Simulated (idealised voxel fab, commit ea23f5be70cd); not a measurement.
Presented below is a process module, voxel released beams.
Each square cell in cross-section cut measures 5 nm, and the section as a whole is 220 nm wide.
We lay out every cross-section as a grid of square cells and spell it out in bands from the top down, where one band means one or more rows of cells. The band entry comprises the height of the band's top followed by the height of its bottom, expressed in nm, and subsequently the band's materials from left to right, each stated together with its width in nm. Where a single material is marked with the word "throughout", that material fills the band from edge to edge. The word "empty" represents empty space. The reference from which all heights are counted is 0, the level beneath which the as-received wafer is entirely one material; the lowest band, having no lower bound, proceeds downward and is written after the example "from 0 down". The width entry "30->40" should be interpreted row by row: the top row of cells in the band takes the first number, the bottom row takes the second number, and the change between adjacent rows is uniform throughout. "no change occurred" after a step means that no cell of the cross-section changed. Enclosed voids (no open way to top), threshold 8 cells or more, entry "Enclosed void inventory", notation width x height at distance, distance from left edge, nm. Anything after a step's settings on that line? It's the simulator's own note about the step. The "overlay nm" setting may appear on a step's line; for a step that uses a mask, it gives how far to the right of its planned position the mask lay, and a negative value indicates the left.
### Planned process steps
1 RECEIVE with material Si
2 CONFORMAL_DEP with material Al2O3, thk nm 10
3 DIRECTIONAL_DEP with material SiO2, thk nm 10
4 PATTERN with tone open, mask id ANCHOR, material resist, width nm 35, thk nm 15, overlay nm -15
5 DIRECTIONAL_ETCH with etch materials SiO2, depth nm 10
6 STRIP with etch materials resist
7 CONFORMAL_DEP with material polySi, thk nm 15
8 DIRECTIONAL_DEP with material aC, thk nm 15
9 PATTERN with tone cover, mask id BEAM, material resist, width nm 85, thk nm 30, overlay nm 0
10 DIRECTIONAL_ETCH with etch materials aC, depth nm 15
11 STRIP with etch materials resist
12 DIRECTIONAL_ETCH with etch materials polySi, depth nm 15
13 STRIP with etch materials aC
14 STRIP with etch materials SiO2
For clarity, it should be stated that the wafers under discussion commence in an identical condition and differ with respect to the overlay nm of step 4, the plan indicating the value that the first wafer had.
### The first of several wafers as received, shown in cross-section; this is its state after step 1
* from 0 down  Si throughout
* Enclosed void inventory: none
### End-of-module cross-section, first of several wafers, after last step 14
* from 35 to 25  empty (65) | polySi (5) | empty (5) | polySi (75) | empty (70)
* from 25 to 20  empty (65) | polySi (85) | empty (70)
* from 20 to 10  empty (55) | polySi (35) | empty (130)
* from 10 to 0  Al2O3 throughout
* from 0 down  Si throughout
* Enclosed void inventory: none
### The final wafer, sectioned at module end
* from 35 to 25  empty (65) | polySi (35) | empty (5) | polySi (45) | empty (70)
* from 25 to 20  empty (65) | polySi (85) | empty (70)
* from 20 to 10  empty (85) | polySi (35) | empty (100)
* from 10 to 0  Al2O3 throughout
* from 0 down  Si throughout
* Enclosed void inventory: none
### Where each wafer stands at the end of the module, a row apiece: cells of each material gained (+) or lost (-) since it was received, then closed voids
overlay nm -15; +88 Al2O3; +63 polySi; Enclosed void inventory: none
overlay nm -10; +88 Al2O3; +63 polySi; Enclosed void inventory: none
overlay nm -5; +88 Al2O3; +63 polySi; Enclosed void inventory: none
overlay nm 0; +88 Al2O3; +63 polySi; Enclosed void inventory: none
overlay nm 5; +88 Al2O3; +63 polySi; Enclosed void inventory: none
overlay nm 10; +88 Al2O3; +63 polySi; Enclosed void inventory: none
overlay nm 15; +88 Al2O3; +63 polySi; Enclosed void inventory: none
